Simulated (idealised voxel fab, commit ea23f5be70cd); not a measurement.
process module | voxel spacer lines
cross-section cut | 210 nm wide | cells 5 nm
A cross-section is a grid of square cells, given in bands from the top down. A band is one or more rows of cells.
Each band's line starts with the height of the band's top and of its bottom, in nm. Then come its materials from left to right, each with its width in nm. One material with "throughout" fills the band from edge to edge. "air" is empty space.
Height 0 is the level under which the wafer as received is all one material. The lowest band goes on downwards, as in "0 down".
A width such as "30 to 40" changes by the same amount from each row of cells to the next, from the band's top row to its bottom row.
"no change" after a step means that no cell of the cross-section changed.
closed voids: empty space of 8 cells or more with no open way to the top, each as width x height at its distance from the left edge, in nm
after a step's settings: what the simulator itself notes on the step
overlay nm, on a step with a mask: how far to the right of its planned place the mask lay; to the left if negative
plan
1 op RECEIVE | material Si
2 op CONFORMAL_DEP | material Al2O3 | thk nm 5
3 op DIRECTIONAL_DEP | material polySi | thk nm 20
4 op DIRECTIONAL_DEP | material aC | thk nm 30
5 op PATTERN | tone cover | mask id MANDREL | material resist | width nm 25 | pitch nm 70 | thk nm 40 | overlay nm 0
6 op DIRECTIONAL_ETCH | etch materials aC | depth nm 30
7 op STRIP | etch materials resist
8 op CONFORMAL_DEP | material SiN | thk nm 10
9 op DIRECTIONAL_ETCH | etch materials SiN | depth nm 10
10 op STRIP | etch materials aC
11 op DIRECTIONAL_ETCH | etch materials polySi | depth nm 20
12 op STRIP | etch materials SiN
13 op FILL_DEP | material SiO2 | thk nm 5
14 op CMP | height nm 25
as received, after step 1
  0 down: Si throughout
  closed voids: none
a wafer at the end: this start, this plan, one mistake
  25 to 5: SiO2 55 | polySi 10 | SiO2 5 | polySi 10 | SiO2 45 | polySi 10 | SiO2 5 | polySi 10 | SiO2 60
  5 to 0: Al2O3 throughout
  0 down: Si throughout
  closed voids: none
what went wrong: step 5 ran as: op PATTERN | tone open | mask id MANDREL | material resist | width nm 25 | pitch nm 70 | thk nm 40 | overlay nm 0
